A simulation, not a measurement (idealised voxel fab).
process module | voxel wiring stack
cross-section cut | 290 nm wide | cells 5 nm
A cross-section is a grid of square cells, given in bands from the top down. A band is one or more rows of cells.
Each band's line starts with the height of the band's top and of its bottom, in nm. Then come its materials from left to right, each with its width in nm. One material with "throughout" fills the band from edge to edge. "air" is empty space.
Height 0 is the level under which the wafer as received is all one material. The lowest band goes on downwards, as in "0 down".
A width such as "30 to 40" changes by the same amount from each row of cells to the next, from the band's top row to its bottom row.
"no change" after a step means that no cell of the cross-section changed.
closed voids: empty space of 8 cells or more with no open way to the top, each as width x height at its distance from the left edge, in nm
after a step's settings: what the simulator itself notes on the step
overlay nm, on a step with a mask: how far to the right of its planned place the mask lay; to the left if negative
plan
1 op RECEIVE | material Si
2 op CONFORMAL_DEP | material SiO2 | thk nm 10
3 op DIRECTIONAL_DEP | material TiN | thk nm 5
4 op DIRECTIONAL_DEP | material W | thk nm 20
5 op MASKED_ETCH | tone cover | mask id METAL_1 | width nm 25 | pitch nm 45 | etch materials W | depth nm 20 | overlay nm 0
6 op MASKED_ETCH | tone cover | mask id METAL_1 | width nm 25 | pitch nm 45 | etch materials TiN | depth nm 5 | overlay nm 0
7 op FILL_DEP | material lowk | thk nm 5
8 op CMP | height nm 35
9 op CONFORMAL_DEP | material SiCN | thk nm 5
10 op DIRECTIONAL_DEP | material lowk | thk nm 30
11 op DIRECTIONAL_DEP | material aC | thk nm 10
12 op PATTERN | tone open | mask id METAL_2_HOLES | material resist | width nm 15 | thk nm 30 | overlay nm 0
13 op DIRECTIONAL_ETCH | etch materials aC | depth nm 10
14 op STRIP | etch materials resist
15 op DIRECTIONAL_ETCH | etch materials lowk | depth nm 30
16 op STRIP | etch materials aC
17 op MASKED_ETCH | tone open | mask id METAL_2 | width nm 25 | pitch nm 45 | etch materials lowk | depth nm 15 | overlay nm 0
18 op MASKED_ETCH | tone open | mask id METAL_2 | width nm 25 | pitch nm 45 | etch materials SiCN | depth nm 5 | overlay nm 0
19 op CONFORMAL_DEP | material TiN | thk nm 5
20 op FILL_DEP | material Ru | thk nm 10
21 op CMP | height nm 70
22 op CONFORMAL_DEP | material SiN | thk nm 5
as received, after step 1
  0 down: Si throughout
  closed voids: none
first wafer at the end, as planned
  75 to 70: SiN throughout
  70 to 60: lowk 110 | TiN 5 | Ru 15 | TiN 5 | lowk 20 | TiN 5 | Ru 15 | TiN 5 | lowk 110
  60 to 55: lowk 110 | TiN 5 | Ru 5 | TiN 15 | lowk 20 | TiN 25 | lowk 110
  55 to 40: lowk 110 | TiN 5 | Ru 5 | TiN 5 | lowk 165
  40 to 35: SiCN 110 | TiN 15 | SiCN 165
  35 to 15: lowk 110 | W 25 | lowk 20 | W 25 | lowk 110
  15 to 10: lowk 110 | TiN 25 | lowk 20 | TiN 25 | lowk 110
  10 to 0: SiO2 throughout
  0 down: Si throughout
  closed voids: none
second wafer at the end: like start, like plan, one mistake
  75 to 70: SiN throughout
  70 to 60: lowk 110 | TiN 5 | Ru 15 | TiN 5 | lowk 20 | TiN 5 | Ru 15 | TiN 5 | lowk 110
  60 to 55: lowk 110 | TiN 5 | Ru 5 | TiN 15 | lowk 20 | TiN 25 | lowk 110
  55 to 40: lowk 110 | TiN 5 | Ru 5 | TiN 5 | lowk 165
  40 to 35: SiCN 110 | TiN 15 | SiCN 165
  35 to 30: lowk 110 | TiN 25 | lowk 20 | TiN 25 | lowk 110
  30 to 10: W throughout
  10 to 0: SiO2 throughout
  0 down: Si throughout
  closed voids: none
what went wrong: steps 3 and 4 were swapped
at the end the second wafer has, in cells: 192 more of W | 192 fewer of lowk
